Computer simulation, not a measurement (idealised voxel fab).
Process module, titled voxel transistor to metal
This is section cut - it's 145 nm across, gridded in 5 nm square cells.
If you're reading a cross-section in this doc, picture square cells in a grid; it comes to you as bands, top ones listed first down to the bottom, and a band can be one or more rows of cells.
Heights first: top, then bottom, in nm. Then materials, left to right, each with a width in nm. "throughout" on a single material: fills the band edge to edge. "empty": empty space.
Zero point of the height axis is 0; under it, received wafer = one material. Lowest band: continues down indefinitely, "0 down".
The two numbers in a width such as "30..40" mark its ends across the band: the first belongs to the top row of cells, the second to the bottom row, and from each row to the next the width moves by the same amount.
Where a step carries "no change", the cross-section came out of it unchanged, cell for cell.
The label "Closed void listing" introduces a list of the empty spaces, 8 cells or larger, that have no open way up to the top; each entry in it reads width x height at distance, where the distance is taken from the left edge and all three are stated in nm.
What comes after the settings on a step's line is commentary from the simulator itself on that step.
overlay nm: how far to the right of its planned place the mask lay on this masked step (negative: to the left).

## The following list gives the planned process steps
1. op RECEIVE | material Si
2. op OXIDIZE | depth nm 5
3. op CONFORMAL_DEP | material SiN | thk nm 10
4. op DIRECTIONAL_DEP | material aC | thk nm 10
5. op PATTERN | tone cover | mask id ACTIVE | material resist | width nm 115 | thk nm 25 | overlay nm 0
6. op DIRECTIONAL_ETCH | etch materials aC | depth nm 10
7. op STRIP | etch materials resist
8. op DIRECTIONAL_ETCH | etch materials SiN | depth nm 10
9. op DIRECTIONAL_ETCH | etch materials SiO2 | depth nm 5
10. op DIRECTIONAL_ETCH | etch materials Si | depth nm 20
11. op STRIP | etch materials aC
12. op FILL_DEP | material SiO2 | thk nm 5
13. op CMP | height nm 10
14. op SELECTIVE_ETCH | etch materials SiO2 | depth nm 5
15. op STRIP | etch materials SiN
16. op SELECTIVE_ETCH | etch materials SiO2 | depth nm 5
17. op OXIDIZE | depth nm 5
18. op DIRECTIONAL_DEP | material polySi | thk nm 30
19. op DIRECTIONAL_DEP | material SiCN | thk nm 15
20. op PATTERN | tone cover | mask id GATE | material resist | width nm 25 | thk nm 20 | overlay nm 0
21. op DIRECTIONAL_ETCH | etch materials SiCN | depth nm 25
22. op DIRECTIONAL_ETCH | etch materials polySi | depth nm 40
23. op STRIP | etch materials resist
24. op CONFORMAL_DEP | material SiN | thk nm 5
25. op DIRECTIONAL_ETCH | etch materials SiN | depth nm 5
26. op DIRECTIONAL_ETCH | etch materials SiO2 | depth nm 5
27. op DIRECTIONAL_ETCH | etch materials Si | depth nm 10
28. op EPI | material pSi | thk nm 10
29. op FILL_DEP | material SiO2 | thk nm 5
30. op CMP | height nm 25
31. op STRIP | etch materials polySi
32. op SELECTIVE_ETCH | etch materials SiO2 | depth nm 5
33. op CONFORMAL_DEP | material HfO2 | thk nm 5
34. op CONFORMAL_DEP | material TiN | thk nm 5
35. op FILL_DEP | material W | thk nm 10
36. op CMP | height nm 20
37. op DIRECTIONAL_DEP | material SiO2 | thk nm 15
38. op DIRECTIONAL_DEP | material aC | thk nm 15
39. op PATTERN | tone open | mask id CONTACT | material resist | width nm 20 | pitch nm 75 | thk nm 35 | overlay nm 0
40. op DIRECTIONAL_ETCH | etch materials aC | depth nm 15
41. op STRIP | etch materials resist
42. op DIRECTIONAL_ETCH | etch materials SiO2 | depth nm 45
43. op STRIP | etch materials aC
44. op CONFORMAL_DEP | material TiN | thk nm 5
45. op FILL_DEP | material W | thk nm 10
46. op CMP | height nm 35
47. op CONFORMAL_DEP | material SiCN | thk nm 5
48. op DIRECTIONAL_DEP | material lowk | thk nm 15
49. op MASKED_ETCH | tone open | mask id METAL_1 | width nm 20 | pitch nm 75 | etch materials lowk | depth nm 15 | overlay nm 0
50. op MASKED_ETCH | tone open | mask id METAL_1 | width nm 20 | pitch nm 75 | etch materials SiCN | depth nm 5 | overlay nm -10
51. op CONFORMAL_DEP | material TiN | thk nm 5
52. op FILL_DEP | material Ru | thk nm 10
53. op CMP | height nm 55
54. op EPI | material Ru | thk nm 5
55. op FILL_DEP | material SiCN | thk nm 5
Where the wafers of this document differ is in the overlay nm of step 50; they start out the same, and the plan states the value that applied to the first wafer.

## Received wafers, first of several: cross-section after step 1
* 0 down = Si throughout
* Closed void listing: none

## Here is the cross-section of the first of several wafers at the end of the module, after its last step, step 55
* 65 to 60 = SiCN throughout
* 60 to 55 = SiCN=20 / Ru=30 / SiCN=45 / Ru=30 / SiCN=20
* 55 to 45 = lowk=25 / TiN=5 / Ru=10 / TiN=5 / lowk=55 / TiN=5 / Ru=10 / TiN=5 / lowk=25
* 45 to 40 = lowk=25 / TiN=20 / lowk=55 / TiN=20 / lowk=25
* 40 to 35 = SiCN=25 / TiN=10 / SiCN=65 / TiN=10 / SiCN=35
* 35 to 20 = SiO2=25 / TiN=5 / W=10 / TiN=5 / SiO2=55 / TiN=5 / W=10 / TiN=5 / SiO2=25
* 20 to 0 = SiO2=25 / TiN=5 / W=10 / TiN=5 / SiO2=10 / SiN=5 / HfO2=5 / TiN=5 / W=5 / TiN=5 / HfO2=5 / SiN=5 / SiO2=10 / TiN=5 / W=10 / TiN=5 / SiO2=25
* 0 to -5 = SiO2=10 / SiN=5 / SiO2=10 / TiN=5 / W=10 / TiN=5 / pSi=10 / SiN=5 / HfO2=5 / TiN=15 / HfO2=5 / SiN=5 / pSi=10 / TiN=5 / W=10 / TiN=5 / SiO2=10 / SiN=5 / SiO2=10
* -5 to -10 = SiO2=25 / TiN=20 / pSi=10 / HfO2=35 / pSi=10 / TiN=20 / SiO2=25
* -10 to -20 = SiO2=15 / pSi=40 / Si=35 / pSi=40 / SiO2=15
* -20 to -25 = SiO2=15 / Si=115 / SiO2=15
* -25 down = Si throughout
* Closed void listing: none

## last wafer at the end
* 65 to 60 = SiCN throughout
* 60 to 55 = SiCN=20 / Ru=30 / SiCN=45 / Ru=30 / SiCN=20
* 55 to 45 = lowk=25 / TiN=5 / Ru=10 / TiN=5 / lowk=55 / TiN=5 / Ru=10 / TiN=5 / lowk=25
* 45 to 40 = lowk=25 / TiN=20 / lowk=55 / TiN=20 / lowk=25
* 40 to 35 = SiCN=35 / TiN=10 / SiCN=65 / TiN=10 / SiCN=25
* 35 to 20 = SiO2=25 / TiN=5 / W=10 / TiN=5 / SiO2=55 / TiN=5 / W=10 / TiN=5 / SiO2=25
* 20 to 0 = SiO2=25 / TiN=5 / W=10 / TiN=5 / SiO2=10 / SiN=5 / HfO2=5 / TiN=5 / W=5 / TiN=5 / HfO2=5 / SiN=5 / SiO2=10 / TiN=5 / W=10 / TiN=5 / SiO2=25
* 0 to -5 = SiO2=10 / SiN=5 / SiO2=10 / TiN=5 / W=10 / TiN=5 / pSi=10 / SiN=5 / HfO2=5 / TiN=15 / HfO2=5 / SiN=5 / pSi=10 / TiN=5 / W=10 / TiN=5 / SiO2=10 / SiN=5 / SiO2=10
* -5 to -10 = SiO2=25 / TiN=20 / pSi=10 / HfO2=35 / pSi=10 / TiN=20 / SiO2=25
* -10 to -20 = SiO2=15 / pSi=40 / Si=35 / pSi=40 / SiO2=15
* -20 to -25 = SiO2=15 / Si=115 / SiO2=15
* -25 down = Si throughout
* Closed void listing: none

## Each row below is a wafer at the end of the module, listing for every material the number of cells it has gained (+) or lost (-) since it was received, followed by its closed voids
overlay nm -10 | +17 HfO2 | +20 Ru | -108 Si | +71 SiCN | +12 SiN | +155 SiO2 | +71 TiN | +36 W | +63 lowk | +40 pSi | Closed void listing: none
overlay nm -5 | +17 HfO2 | +22 Ru | -108 Si | +69 SiCN | +12 SiN | +155 SiO2 | +71 TiN | +36 W | +63 lowk | +40 pSi | Closed void listing: none
overlay nm 0 | +17 HfO2 | +24 Ru | -108 Si | +67 SiCN | +12 SiN | +155 SiO2 | +71 TiN | +36 W | +63 lowk | +40 pSi | Closed void listing: none
overlay nm 5 | +17 HfO2 | +22 Ru | -108 Si | +69 SiCN | +12 SiN | +155 SiO2 | +71 TiN | +36 W | +63 lowk | +40 pSi | Closed void listing: none
overlay nm 10 | +17 HfO2 | +20 Ru | -108 Si | +71 SiCN | +12 SiN | +155 SiO2 | +71 TiN | +36 W | +63 lowk | +40 pSi | Closed void listing: none
